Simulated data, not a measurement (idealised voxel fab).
Title: Process Module voxel ribs on slabs
Cross-sectional view cut (width: 180 nm; square cell size: 5 nm).
Cross-section format: a grid of square cells, given as bands from top to bottom; each band is one or more rows of cells. Heights first: top, then bottom, in nm. Then materials, left to right, each with a width in nm. "edge to edge" on a single material: fills the band edge to edge. "air": empty space. Height datum 0, below which the as-received substrate wafer is one material. Lowest band open at the bottom, running downward: "0 -> down". Read "30..40" as a graded width: first number on top, second number at the bottom, same change between each pair of neighbouring rows. Take "nothing was modified" at face value: in the step it is given for, the cross-section changed in none of its cells. Entry "Enclosed voids". Content: empty spaces with no open connection to the top, size 8 cells or greater. Each: width x height at distance. Distance: from left edge. Unit: nm. Text after the settings on a step's line: the simulator's own remark on that step. overlay nm: step with mask; distance mask lay right of planned place; negative value = left of planned place.
Planned process steps
- 1: RECEIVE: material Si
- 2: DIRECTIONAL_DEP: material SiO2, thk nm 30
- 3: DIRECTIONAL_DEP: material SiN, thk nm 20
- 4: DIRECTIONAL_DEP: material aC, thk nm 15
- 5: PATTERN: tone cover, mask id RIB, material resist, width nm 25, thk nm 30, overlay nm 0
- 6: DIRECTIONAL_ETCH: etch materials aC, depth nm 15
- 7: STRIP: etch materials resist
- 8: DIRECTIONAL_ETCH: etch materials SiN, depth nm 10
- 9: STRIP: etch materials aC
- 10: DIRECTIONAL_DEP: material aC, thk nm 15
- 11: PATTERN: tone cover, mask id SLAB, material resist, width nm 75, thk nm 30, overlay nm 0
- 12: DIRECTIONAL_ETCH: etch materials aC, depth nm 15
- 13: STRIP: etch materials resist
- 14: DIRECTIONAL_ETCH: etch materials SiN, depth nm 10
- 15: STRIP: etch materials aC
- 16: FILL_DEP: material SiO2, thk nm 25
- 17: CMP: height nm 65
- 18: DIRECTIONAL_DEP: material W, thk nm 5
- 19: PATTERN: tone cover, mask id HEATER, material resist, width nm 35, thk nm 15, overlay nm -15
- 20: DIRECTIONAL_ETCH: etch materials W, depth nm 5
- 21: STRIP: etch materials resist
- 22: CONFORMAL_DEP: material SiO2, thk nm 10
The plan's step 19 overlay nm is the first wafer's value; the wafers differ in this setting and start identical.
Received condition of the first of several wafers, sectioned: post-step 1
* 0 -> down | Si edge to edge
* Enclosed voids: none
The cross-section of the first of several wafers is given below for the end of the module, after its final step, step 22
* 80 -> 75 | air=45 | SiO2=55 | air=80
* 75 -> 70 | SiO2 edge to edge
* 70 -> 65 | SiO2=55 | W=35 | SiO2=90
* 65 -> 50 | SiO2 edge to edge
* 50 -> 40 | SiO2=75 | SiN=25 | SiO2=80
* 40 -> 30 | SiO2=50 | SiN=75 | SiO2=55
* 30 -> 0 | SiO2 edge to edge
* 0 -> down | Si edge to edge
* Enclosed voids: none
Cross-section of the last wafer at end of module
* 80 -> 75 | air=75 | SiO2=55 | air=50
* 75 -> 70 | SiO2 edge to edge
* 70 -> 65 | SiO2=85 | W=35 | SiO2=60
* 65 -> 50 | SiO2 edge to edge
* 50 -> 40 | SiO2=75 | SiN=25 | SiO2=80
* 40 -> 30 | SiO2=50 | SiN=75 | SiO2=55
* 30 -> 0 | SiO2 edge to edge
* 0 -> down | Si edge to edge
* Enclosed voids: none
The table below has one row for each wafer; a row shows, as of the end of the module, how many cells of each material the wafer has gained, marked (+), or lost, marked (-), since it was received, and then the wafer's closed voids
overlay nm -15; +40 SiN; +504 SiO2; +7 W; Enclosed voids: none
overlay nm -10; +40 SiN; +504 SiO2; +7 W; Enclosed voids: none
overlay nm -5; +40 SiN; +504 SiO2; +7 W; Enclosed voids: none
overlay nm 0; +40 SiN; +504 SiO2; +7 W; Enclosed voids: none
overlay nm 5; +40 SiN; +504 SiO2; +7 W; Enclosed voids: none
overlay nm 10; +40 SiN; +504 SiO2; +7 W; Enclosed voids: none
overlay nm 15; +40 SiN; +504 SiO2; +7 W; Enclosed voids: none
